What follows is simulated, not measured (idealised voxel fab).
process module | voxel transistor to metal
cross-section cut | 190 nm wide | cells 5 nm
A cross-section is a grid of square cells, given in bands from the top down. A band is one or more rows of cells.
Each band's line starts with the height of the band's top and of its bottom, in nm. Then come its materials from left to right, each with its width in nm. One material with "throughout" fills the band from edge to edge. "air" is empty space.
Height 0 is the level under which the wafer as received is all one material. The lowest band goes on downwards, as in "0 down".
A width such as "30 to 40" changes by the same amount from each row of cells to the next, from the band's top row to its bottom row.
"no change" after a step means that no cell of the cross-section changed.
closed voids: empty space of 8 cells or more with no open way to the top, each as width x height at its distance from the left edge, in nm
after a step's settings: what the simulator itself notes on the step
overlay nm, on a step with a mask: how far to the right of its planned place the mask lay; to the left if negative
plan
1 op RECEIVE | material Si
2 op OXIDIZE | depth nm 5
3 op CONFORMAL_DEP | material SiN | thk nm 15
4 op MASKED_ETCH | tone cover | mask id ACTIVE | width nm 95 | etch materials SiN | depth nm 15 | overlay nm 0
5 op MASKED_ETCH | tone cover | mask id ACTIVE | width nm 95 | etch materials SiO2 | depth nm 5 | overlay nm 0
6 op MASKED_ETCH | tone cover | mask id ACTIVE | width nm 95 | etch materials Si | depth nm 20 | overlay nm 0
7 op OXIDIZE | depth nm 5
8 op FILL_DEP | material SiO2 | thk nm 5
9 op CMP | height nm 15
10 op SELECTIVE_ETCH | etch materials SiO2 | depth nm 15
11 op STRIP | etch materials SiN
12 op SELECTIVE_ETCH | etch materials SiO2 | depth nm 5
13 op OXIDIZE | depth nm 5
14 op DIRECTIONAL_DEP | material polySi | thk nm 25
15 op DIRECTIONAL_DEP | material SiCN | thk nm 15
16 op PATTERN | tone cover | mask id GATE | material resist | width nm 15 | thk nm 15 | overlay nm 0
17 op DIRECTIONAL_ETCH | etch materials SiCN | depth nm 25
18 op DIRECTIONAL_ETCH | etch materials polySi | depth nm 35
19 op STRIP | etch materials resist
20 op CONFORMAL_DEP | material SiO2 | thk nm 5
21 op DIRECTIONAL_ETCH | etch materials SiO2 | depth nm 5
22 op CONFORMAL_DEP | material SiN | thk nm 5
23 op DIRECTIONAL_ETCH | etch materials SiN | depth nm 5
24 op DIRECTIONAL_ETCH | etch materials SiO2 | depth nm 5
25 op DIRECTIONAL_ETCH | etch materials Si | depth nm 15
26 op EPI | material SiGe | thk nm 15
27 op FILL_DEP | material SiO2 | thk nm 5
28 op CMP | height nm 35
29 op DIRECTIONAL_DEP | material SiO2 | thk nm 10
30 op DIRECTIONAL_DEP | material aC | thk nm 15
31 op PATTERN | tone open | mask id CONTACT | material resist | width nm 25 | pitch nm 50 | thk nm 35 | overlay nm 0
32 op DIRECTIONAL_ETCH | etch materials aC | depth nm 15
33 op STRIP | etch materials resist
34 op DIRECTIONAL_ETCH | etch materials SiO2 | depth nm 55
35 op STRIP | etch materials aC
36 op CONFORMAL_DEP | material TiN | thk nm 5
37 op FILL_DEP | material Ru | thk nm 5
38 op CMP | height nm 45
39 op CONFORMAL_DEP | material SiN | thk nm 5
40 op DIRECTIONAL_DEP | material lowk | thk nm 20
41 op PATTERN | tone open | mask id METAL_1 | material resist | width nm 15 | pitch nm 60 | thk nm 15 | overlay nm 0
42 op DIRECTIONAL_ETCH | etch materials lowk | depth nm 20
43 op DIRECTIONAL_ETCH | etch materials SiN | depth nm 5
44 op STRIP | etch materials resist
45 op CONFORMAL_DEP | material TiN | thk nm 5
46 op FILL_DEP | material Cu | thk nm 10
47 op CMP | height nm 70
48 op CONFORMAL_DEP | material SiN | thk nm 5
as received, after step 1
  0 down: Si throughout
  closed voids: none
a wafer at the end: this start, this plan, one mistake
  75 to 70: SiN throughout
  70 to 50: lowk 55 | TiN 5 | Cu 5 | TiN 5 | lowk 45 | TiN 5 | Cu 5 | TiN 5 | lowk 60
  50 to 45: SiN 55 | TiN 15 | SiN 45 | TiN 15 | SiN 60
  45 to 35: SiO2 55 | TiN 5 | Ru 15 to 10 | TiN 5 to 10 | SiO2 25 | TiN 5 to 15 | Ru 15 to 5 | TiN 5 | SiO2 60
  35 to 20: SiO2 55 | TiN 5 | Ru 10 | TiN 5 | SiN 5 | SiO2 5 | SiCN 20 | TiN 5 | SiN 5 | TiN 5 | Ru 5 | TiN 5 | SiO2 60
  20 to 10: SiO2 55 | TiN 5 | Ru 10 | TiN 5 | SiN 5 | SiO2 5 | polySi 20 | TiN 5 | SiN 5 | TiN 5 | Ru 5 | TiN 5 | SiO2 60
  10 to 5: SiO2 55 | TiN 20 | SiN 5 | SiO2 5 | polySi 20 | TiN 5 | SiN 5 | TiN 15 | SiO2 60
  5 to -5: SiO2 55 | TiN 5 | SiGe 15 | SiN 5 | SiO2 5 | polySi 20 | TiN 5 | SiN 5 | SiGe 15 | SiO2 60
  -5 to -10: SiO2 55 | TiN 5 | SiGe 15 | SiO2 30 | TiN 5 | SiO2 5 | SiGe 15 | SiO2 60
  -10 to -25: SiO2 50 | SiGe 25 | Si 40 | SiGe 20 | SiO2 55
  -25 to -30: SiO2 50 | Si 85 | SiO2 55
  -30 down: Si throughout
  closed voids: none
what went wrong: step 16 ran as: op PATTERN | tone cover | mask id GATE | material resist | width nm 20 | thk nm 15 | overlay nm 0
